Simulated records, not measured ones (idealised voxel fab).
process module | voxel double patterning
cross-section cut | 150 nm wide | cells 5 nm
A cross-section is a grid of square cells, given in bands from the top down. A band is one or more rows of cells.
Each band's line starts with the height of the band's top and of its bottom, in nm. Then come its materials from left to right, each with its width in nm. One material with "throughout" fills the band from edge to edge. "air" is empty space.
Height 0 is the level under which the wafer as received is all one material. The lowest band goes on downwards, as in "0 down".
A width such as "30 to 40" changes by the same amount from each row of cells to the next, from the band's top row to its bottom row.
"no change" after a step means that no cell of the cross-section changed.
closed voids: empty space of 8 cells or more with no open way to the top, each as width x height at its distance from the left edge, in nm
after a step's settings: what the simulator itself notes on the step
overlay nm, on a step with a mask: how far to the right of its planned place the mask lay; to the left if negative
plan
1 op RECEIVE | material Si
2 op CONFORMAL_DEP | material SiN | thk nm 5
3 op DIRECTIONAL_DEP | material SiO2 | thk nm 20
4 op DIRECTIONAL_DEP | material SiCN | thk nm 5
5 op DIRECTIONAL_DEP | material aC | thk nm 10
6 op PATTERN | tone open | mask id FIRST | material resist | width nm 15 | pitch nm 50 | thk nm 25 | overlay nm 0
7 op DIRECTIONAL_ETCH | etch materials aC | depth nm 10
8 op STRIP | etch materials resist
9 op DIRECTIONAL_ETCH | etch materials SiCN | depth nm 5
10 op STRIP | etch materials aC
11 op PATTERN | tone open | mask id SECOND | material resist | width nm 15 | pitch nm 50 | thk nm 15 | overlay nm 0
12 op DIRECTIONAL_ETCH | etch materials SiCN | depth nm 5
13 op STRIP | etch materials resist
14 op DIRECTIONAL_ETCH | etch materials SiO2 | depth nm 20
15 op STRIP | etch materials SiCN
first wafer, as planned
as received, after step 1
  0 down: Si throughout
  closed voids: none
after step 2
  5 to 0: SiN throughout
  below 0: unchanged
after step 3
  25 to 5: SiO2 throughout
  below 5: unchanged
after step 4
  30 to 25: SiCN throughout
  below 25: unchanged
after step 5
  40 to 30: aC throughout
  below 30: unchanged
after step 6
  65 to 40: resist 15 | air 15 | resist 35 | air 15 | resist 35 | air 15 | resist 20
  below 40: unchanged
after step 7
  55 to 40: resist 15 | air 15 | resist 35 | air 15 | resist 35 | air 15 | resist 20
  40 to 30: aC 15 | air 15 | aC 35 | air 15 | aC 35 | air 15 | aC 20
  below 30: unchanged
after step 8
  40 to 30: aC 15 | air 15 | aC 35 | air 15 | aC 35 | air 15 | aC 20
  below 30: unchanged
after step 9
  40 to 30: aC 15 | air 15 | aC 35 | air 15 | aC 35 | air 15 | aC 20
  30 to 25: SiCN 15 | air 15 | SiCN 35 | air 15 | SiCN 35 | air 15 | SiCN 20
  below 25: unchanged
after step 10
  30 to 25: SiCN 15 | air 15 | SiCN 35 | air 15 | SiCN 35 | air 15 | SiCN 20
  below 25: unchanged
after step 11
  45 to 30: resist 40 | air 15 | resist 35 | air 15 | resist 45
  30 to 25: SiCN 15 | resist 15 | SiCN 35 | resist 15 | SiCN 35 | resist 15 | SiCN 20
  below 25: unchanged
after step 12
  45 to 30: resist 40 | air 15 | resist 35 | air 15 | resist 45
  30 to 25: SiCN 15 | resist 15 | SiCN 10 | air 15 | SiCN 10 | resist 15 | SiCN 10 | air 15 | SiCN 10 | resist 15 | SiCN 20
  below 25: unchanged
after step 13
  30 to 25: SiCN 15 | air 15 | SiCN 10 | air 15 | SiCN 10 | air 15 | SiCN 10 | air 15 | SiCN 10 | air 15 | SiCN 20
  below 25: unchanged
after step 14
  30 to 25: SiCN 15 | air 15 | SiCN 10 | air 15 | SiCN 10 | air 15 | SiCN 10 | air 15 | SiCN 10 | air 15 | SiCN 20
  25 to 5: SiO2 15 | air 15 | SiO2 10 | air 15 | SiO2 10 | air 15 | SiO2 10 | air 15 | SiO2 10 | air 15 | SiO2 20
  below 5: unchanged
after step 15
  25 to 5: SiO2 15 | air 15 | SiO2 10 | air 15 | SiO2 10 | air 15 | SiO2 10 | air 15 | SiO2 10 | air 15 | SiO2 20
  below 5: unchanged
second wafer: like start, like plan, one mistake. Through step 1 it matches the first wafer
when step 2 should have ended
  20 to 0: SiO2 throughout
  below 0: unchanged
when step 3 should have ended
  25 to 20: SiN throughout
  below 20: unchanged
when step 4 should have ended
  30 to 25: SiCN throughout
  below 25: unchanged
when step 5 should have ended
  40 to 30: aC throughout
  below 30: unchanged
when step 6 should have ended
  65 to 40: resist 15 | air 15 | resist 35 | air 15 | resist 35 | air 15 | resist 20
  below 40: unchanged
when step 7 should have ended
  55 to 40: resist 15 | air 15 | resist 35 | air 15 | resist 35 | air 15 | resist 20
  40 to 30: aC 15 | air 15 | aC 35 | air 15 | aC 35 | air 15 | aC 20
  below 30: unchanged
when step 8 should have ended
  40 to 30: aC 15 | air 15 | aC 35 | air 15 | aC 35 | air 15 | aC 20
  below 30: unchanged
when step 9 should have ended
  40 to 30: aC 15 | air 15 | aC 35 | air 15 | aC 35 | air 15 | aC 20
  30 to 25: SiCN 15 | air 15 | SiCN 35 | air 15 | SiCN 35 | air 15 | SiCN 20
  below 25: unchanged
when step 10 should have ended
  30 to 25: SiCN 15 | air 15 | SiCN 35 | air 15 | SiCN 35 | air 15 | SiCN 20
  below 25: unchanged
when step 11 should have ended
  45 to 30: resist 40 | air 15 | resist 35 | air 15 | resist 45
  30 to 25: SiCN 15 | resist 15 | SiCN 35 | resist 15 | SiCN 35 | resist 15 | SiCN 20
  below 25: unchanged
when step 12 should have ended
  45 to 30: resist 40 | air 15 | resist 35 | air 15 | resist 45
  30 to 25: SiCN 15 | resist 15 | SiCN 10 | air 15 | SiCN 10 | resist 15 | SiCN 10 | air 15 | SiCN 10 | resist 15 | SiCN 20
  below 25: unchanged
when step 13 should have ended
  30 to 25: SiCN 15 | air 15 | SiCN 10 | air 15 | SiCN 10 | air 15 | SiCN 10 | air 15 | SiCN 10 | air 15 | SiCN 20
  below 25: unchanged
when step 14 should have ended: no change
when step 15 should have ended
  25 to 20: SiN throughout
  below 20: unchanged
what went wrong: steps 2 and 3 were swapped
at the end the second wafer has, in cells: 60 more of SiO2
